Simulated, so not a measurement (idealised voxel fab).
process module | voxel plated lines
cross-section cut | 215 nm wide | cells 5 nm
A cross-section is a grid of square cells, given in bands from the top down. A band is one or more rows of cells.
Each band's line starts with the height of the band's top and of its bottom, in nm. Then come its materials from left to right, each with its width in nm. One material with "throughout" fills the band from edge to edge. "air" is empty space.
Height 0 is the level under which the wafer as received is all one material. The lowest band goes on downwards, as in "0 down".
A width such as "30 to 40" changes by the same amount from each row of cells to the next, from the band's top row to its bottom row.
"no change" after a step means that no cell of the cross-section changed.
closed voids: empty space of 8 cells or more with no open way to the top, each as width x height at its distance from the left edge, in nm
after a step's settings: what the simulator itself notes on the step
overlay nm, on a step with a mask: how far to the right of its planned place the mask lay; to the left if negative
plan
1 op RECEIVE | material Si
2 op CONFORMAL_DEP | material Al2O3 | thk nm 5
3 op DIRECTIONAL_DEP | material TiN | thk nm 5
4 op PATTERN | tone open | mask id LINES | material resist | width nm 25 | pitch nm 50 | thk nm 30 | overlay nm 0
5 op EPI | material Ru | thk nm 5
6 op EPI | material Ru | thk nm 5
7 op STRIP | etch materials resist
8 op DIRECTIONAL_ETCH | etch materials TiN | depth nm 5
9 op CONFORMAL_DEP | material SiO2 | thk nm 10
as received, after step 1
  0 down: Si throughout
  closed voids: none
a wafer at the end: this start, this plan, one mistake
  30 to 20: SiO2 80 | air 5 | SiO2 45 | air 5 | SiO2 80
  20 to 15: Ru 70 | SiO2 10 | air 5 | SiO2 10 | Ru 25 | SiO2 10 | air 5 | SiO2 10 | Ru 70
  15 to 10: Ru 70 | SiO2 25 | Ru 25 | SiO2 25 | Ru 70
  10 to 5: TiN 70 | SiO2 25 | TiN 25 | SiO2 25 | TiN 70
  5 to 0: Al2O3 throughout
  0 down: Si throughout
  closed voids: none
what went wrong: step 4 ran as: op PATTERN | tone cover | mask id LINES | material resist | width nm 25 | pitch nm 50 | thk nm 30 | overlay nm 0
